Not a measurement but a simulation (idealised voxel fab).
process module | voxel trench capacitor
cross-section cut | 160 nm wide | cells 5 nm
A cross-section is a grid of square cells, given in bands from the top down. A band is one or more rows of cells.
Each band's line starts with the height of the band's top and of its bottom, in nm. Then come its materials from left to right, each with its width in nm. One material with "throughout" fills the band from edge to edge. "air" is empty space.
Height 0 is the level under which the wafer as received is all one material. The lowest band goes on downwards, as in "0 down".
A width such as "30 to 40" changes by the same amount from each row of cells to the next, from the band's top row to its bottom row.
"no change" after a step means that no cell of the cross-section changed.
closed voids: empty space of 8 cells or more with no open way to the top, each as width x height at its distance from the left edge, in nm
after a step's settings: what the simulator itself notes on the step
overlay nm, on a step with a mask: how far to the right of its planned place the mask lay; to the left if negative
plan
1 op RECEIVE | material Si
2 op CONFORMAL_DEP | material SiN | thk nm 5
3 op DIRECTIONAL_DEP | material aC | thk nm 15
4 op PATTERN | tone open | mask id TRENCH | material resist | width nm 20 | pitch nm 40 | thk nm 35 | overlay nm 0
5 op DIRECTIONAL_ETCH | etch materials aC | depth nm 15
6 op STRIP | etch materials resist
7 op DIRECTIONAL_ETCH | etch materials SiN | depth nm 5
8 op DIRECTIONAL_ETCH | etch materials Si | depth nm 30
9 op STRIP | etch materials aC
10 op CONFORMAL_DEP | material SiO2 | thk nm 5
11 op FILL_DEP | material polySi | thk nm 10
12 op CMP | height nm 5
first wafer, as planned
as received, after step 1
  0 down: Si throughout
  closed voids: none
after step 2
  5 to 0: SiN throughout
  below 0: unchanged
after step 3
  20 to 5: aC throughout
  below 5: unchanged
after step 4
  55 to 20: resist 30 | air 20 | resist 20 | air 20 | resist 20 | air 20 | resist 30
  below 20: unchanged
after step 5
  40 to 20: resist 30 | air 20 | resist 20 | air 20 | resist 20 | air 20 | resist 30
  20 to 5: aC 30 | air 20 | aC 20 | air 20 | aC 20 | air 20 | aC 30
  below 5: unchanged
after step 6
  20 to 5: aC 30 | air 20 | aC 20 | air 20 | aC 20 | air 20 | aC 30
  below 5: unchanged
after step 7
  20 to 5: aC 30 | air 20 | aC 20 | air 20 | aC 20 | air 20 | aC 30
  5 to 0: SiN 30 | air 20 | SiN 20 | air 20 | SiN 20 | air 20 | SiN 30
  below 0: unchanged
after step 8
  20 to 5: aC 30 | air 20 | aC 20 | air 20 | aC 20 | air 20 | aC 30
  5 to 0: SiN 30 | air 20 | SiN 20 | air 20 | SiN 20 | air 20 | SiN 30
  0 to -30: Si 30 | air 20 | Si 20 | air 20 | Si 20 | air 20 | Si 30
  below -30: unchanged
after step 9
  5 to 0: SiN 30 | air 20 | SiN 20 | air 20 | SiN 20 | air 20 | SiN 30
  below 0: unchanged
after step 10
  10 to 5: SiO2 35 | air 10 | SiO2 30 | air 10 | SiO2 30 | air 10 | SiO2 35
  5 to 0: SiN 30 | SiO2 5 | air 10 | SiO2 5 | SiN 20 | SiO2 5 | air 10 | SiO2 5 | SiN 20 | SiO2 5 | air 10 | SiO2 5 | SiN 30
  0 to -25: Si 30 | SiO2 5 | air 10 | SiO2 5 | Si 20 | SiO2 5 | air 10 | SiO2 5 | Si 20 | SiO2 5 | air 10 | SiO2 5 | Si 30
  -25 to -30: Si 30 | SiO2 20 | Si 20 | SiO2 20 | Si 20 | SiO2 20 | Si 30
  below -30: unchanged
after step 11
  20 to 10: polySi throughout
  10 to 5: SiO2 35 | polySi 10 | SiO2 30 | polySi 10 | SiO2 30 | polySi 10 | SiO2 35
  5 to 0: SiN 30 | SiO2 5 | polySi 10 | SiO2 5 | SiN 20 | SiO2 5 | polySi 10 | SiO2 5 | SiN 20 | SiO2 5 | polySi 10 | SiO2 5 | SiN 30
  0 to -25: Si 30 | SiO2 5 | polySi 10 | SiO2 5 | Si 20 | SiO2 5 | polySi 10 | SiO2 5 | Si 20 | SiO2 5 | polySi 10 | SiO2 5 | Si 30
  below -25: unchanged
after step 12
  5 to 0: SiN 30 | SiO2 5 | polySi 10 | SiO2 5 | SiN 20 | SiO2 5 | polySi 10 | SiO2 5 | SiN 20 | SiO2 5 | polySi 10 | SiO2 5 | SiN 30
  below 0: unchanged
second wafer: like start, like plan, one mistake. Through step 3 it matches the first wafer
when step 4 should have ended
  55 to 20: resist 40 | air 20 | resist 20 | air 20 | resist 20 | air 20 | resist 20
  below 20: unchanged
when step 5 should have ended
  40 to 20: resist 40 | air 20 | resist 20 | air 20 | resist 20 | air 20 | resist 20
  20 to 5: aC 40 | air 20 | aC 20 | air 20 | aC 20 | air 20 | aC 20
  below 5: unchanged
when step 6 should have ended
  20 to 5: aC 40 | air 20 | aC 20 | air 20 | aC 20 | air 20 | aC 20
  below 5: unchanged
when step 7 should have ended
  20 to 5: aC 40 | air 20 | aC 20 | air 20 | aC 20 | air 20 | aC 20
  5 to 0: SiN 40 | air 20 | SiN 20 | air 20 | SiN 20 | air 20 | SiN 20
  below 0: unchanged
when step 8 should have ended
  20 to 5: aC 40 | air 20 | aC 20 | air 20 | aC 20 | air 20 | aC 20
  5 to 0: SiN 40 | air 20 | SiN 20 | air 20 | SiN 20 | air 20 | SiN 20
  0 to -30: Si 40 | air 20 | Si 20 | air 20 | Si 20 | air 20 | Si 20
  below -30: unchanged
when step 9 should have ended
  5 to 0: SiN 40 | air 20 | SiN 20 | air 20 | SiN 20 | air 20 | SiN 20
  below 0: unchanged
when step 10 should have ended
  10 to 5: SiO2 45 | air 10 | SiO2 30 | air 10 | SiO2 30 | air 10 | SiO2 25
  5 to 0: SiN 40 | SiO2 5 | air 10 | SiO2 5 | SiN 20 | SiO2 5 | air 10 | SiO2 5 | SiN 20 | SiO2 5 | air 10 | SiO2 5 | SiN 20
  0 to -25: Si 40 | SiO2 5 | air 10 | SiO2 5 | Si 20 | SiO2 5 | air 10 | SiO2 5 | Si 20 | SiO2 5 | air 10 | SiO2 5 | Si 20
  -25 to -30: Si 40 | SiO2 20 | Si 20 | SiO2 20 | Si 20 | SiO2 20 | Si 20
  below -30: unchanged
when step 11 should have ended
  20 to 10: polySi throughout
  10 to 5: SiO2 45 | polySi 10 | SiO2 30 | polySi 10 | SiO2 30 | polySi 10 | SiO2 25
  5 to 0: SiN 40 | SiO2 5 | polySi 10 | SiO2 5 | SiN 20 | SiO2 5 | polySi 10 | SiO2 5 | SiN 20 | SiO2 5 | polySi 10 | SiO2 5 | SiN 20
  0 to -25: Si 40 | SiO2 5 | polySi 10 | SiO2 5 | Si 20 | SiO2 5 | polySi 10 | SiO2 5 | Si 20 | SiO2 5 | polySi 10 | SiO2 5 | Si 20
  below -25: unchanged
when step 12 should have ended
  5 to 0: SiN 40 | SiO2 5 | polySi 10 | SiO2 5 | SiN 20 | SiO2 5 | polySi 10 | SiO2 5 | SiN 20 | SiO2 5 | polySi 10 | SiO2 5 | SiN 20
  below 0: unchanged
what went wrong: step 4 ran as: op PATTERN | tone open | mask id TRENCH | material resist | width nm 20 | pitch nm 40 | thk nm 35 | overlay nm 10
at the end the second wafer has, in cells: as many of each material as the first, in other places
